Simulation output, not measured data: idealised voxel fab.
process module | voxel ribs on slabs
cross-section cut | 150 nm wide | cells 5 nm
A cross-section is a grid of square cells, given in bands from the top down. A band is one or more rows of cells.
Each band's line starts with the height of the band's top and of its bottom, in nm. Then come its materials from left to right, each with its width in nm. One material with "throughout" fills the band from edge to edge. "air" is empty space.
Height 0 is the level under which the wafer as received is all one material. The lowest band goes on downwards, as in "0 down".
A width such as "30 to 40" changes by the same amount from each row of cells to the next, from the band's top row to its bottom row.
"no change" after a step means that no cell of the cross-section changed.
closed voids: empty space of 8 cells or more with no open way to the top, each as width x height at its distance from the left edge, in nm
after a step's settings: what the simulator itself notes on the step
overlay nm, on a step with a mask: how far to the right of its planned place the mask lay; to the left if negative
plan
1 op RECEIVE | material Si
2 op DIRECTIONAL_DEP | material SiO2 | thk nm 20
3 op DIRECTIONAL_DEP | material SiN | thk nm 25
4 op PATTERN | tone cover | mask id RIB | material resist | width nm 30 | thk nm 20 | overlay nm 0
5 op DIRECTIONAL_ETCH | etch materials SiN | depth nm 10
6 op STRIP | etch materials resist
7 op PATTERN | tone cover | mask id SLAB | material resist | width nm 80 | thk nm 20 | overlay nm 0
8 op DIRECTIONAL_ETCH | etch materials SiN | depth nm 15
9 op STRIP | etch materials resist
10 op FILL_DEP | material SiO2 | thk nm 30
11 op CMP | height nm 65
12 op DIRECTIONAL_DEP | material W | thk nm 5
13 op MASKED_ETCH | tone cover | mask id HEATER | width nm 40 | etch materials W | depth nm 5 | overlay nm 0
14 op CONFORMAL_DEP | material SiO2 | thk nm 5
varied across the wafers: thk nm of step 14. The plan shows the first wafer's value. All wafers start alike
first wafer as received, after step 1
  0 down: Si throughout
  closed voids: none
first wafer at the end, after step 14
  75 to 70: air 50 | SiO2 50 | air 50
  70 to 65: SiO2 55 | W 40 | SiO2 55
  65 to 45: SiO2 throughout
  45 to 35: SiO2 60 | SiN 30 | SiO2 60
  35 to 20: SiO2 35 | SiN 80 | SiO2 35
  20 to 0: SiO2 throughout
  0 down: Si throughout
  closed voids: none
last wafer at the end
  90 to 85: air 35 | SiO2 80 | air 35
  85 to 70: SiO2 throughout
  70 to 65: SiO2 55 | W 40 | SiO2 55
  65 to 45: SiO2 throughout
  45 to 35: SiO2 60 | SiN 30 | SiO2 60
  35 to 20: SiO2 35 | SiN 80 | SiO2 35
  20 to 0: SiO2 throughout
  0 down: Si throughout
  closed voids: none
each wafer at the end: cells of each material gained (+) or lost (-) since it was received, then its closed voids
thk nm 5 | +60 SiN | +362 SiO2 | +8 W | closed voids: none
thk nm 10 | +60 SiN | +394 SiO2 | +8 W | closed voids: none
thk nm 15 | +60 SiN | +426 SiO2 | +8 W | closed voids: none
thk nm 20 | +60 SiN | +458 SiO2 | +8 W | closed voids: none
